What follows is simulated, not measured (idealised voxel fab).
process module | voxel ribs on slabs
cross-section cut | 240 nm wide | cells 5 nm
A cross-section is a grid of square cells, given in bands from the top down. A band is one or more rows of cells.
Each band's line starts with the height of the band's top and of its bottom, in nm. Then come its materials from left to right, each with its width in nm. One material with "throughout" fills the band from edge to edge. "air" is empty space.
Height 0 is the level under which the wafer as received is all one material. The lowest band goes on downwards, as in "0 down".
A width such as "30 to 40" changes by the same amount from each row of cells to the next, from the band's top row to its bottom row.
"no change" after a step means that no cell of the cross-section changed.
closed voids: empty space of 8 cells or more with no open way to the top, each as width x height at its distance from the left edge, in nm
after a step's settings: what the simulator itself notes on the step
overlay nm, on a step with a mask: how far to the right of its planned place the mask lay; to the left if negative
plan
1 op RECEIVE | material Si
2 op DIRECTIONAL_DEP | material SiO2 | thk nm 30
3 op DIRECTIONAL_DEP | material SiN | thk nm 25
4 op MASKED_ETCH | tone cover | mask id RIB | width nm 30 | etch materials SiN | depth nm 20 | overlay nm 0
5 op PATTERN | tone cover | mask id SLAB | material resist | width nm 80 | thk nm 20 | overlay nm 0
6 op DIRECTIONAL_ETCH | etch materials SiN | depth nm 5
7 op STRIP | etch materials resist
8 op FILL_DEP | material SiO2 | thk nm 20
9 op CMP | height nm 65
10 op DIRECTIONAL_DEP | material TiN | thk nm 5
11 op MASKED_ETCH | tone cover | mask id HEATER | width nm 40 | etch materials TiN | depth nm 5 | overlay nm 0
12 op CONFORMAL_DEP | material SiO2 | thk nm 10
as received, after step 1
  0 down: Si throughout
  closed voids: none
first wafer at the end, as planned
  80 to 75: air 90 | SiO2 60 | air 90
  75 to 70: SiO2 throughout
  70 to 65: SiO2 100 | TiN 40 | SiO2 100
  65 to 55: SiO2 throughout
  55 to 35: SiO2 105 | SiN 30 | SiO2 105
  35 to 30: SiO2 80 | SiN 80 | SiO2 80
  30 to 0: SiO2 throughout
  0 down: Si throughout
  closed voids: none
second wafer at the end: like start, like plan, one mistake
  80 to 75: air 90 | SiO2 60 | air 90
  75 to 70: SiO2 throughout
  70 to 65: SiO2 100 | TiN 40 | SiO2 100
  65 to 60: SiO2 80 | SiN 80 | SiO2 80
  60 to 0: SiO2 throughout
  0 down: Si throughout
  closed voids: none
what went wrong: step 2 was run twice
at the end the second wafer has, in cells: 24 fewer of SiN | 24 more of SiO2
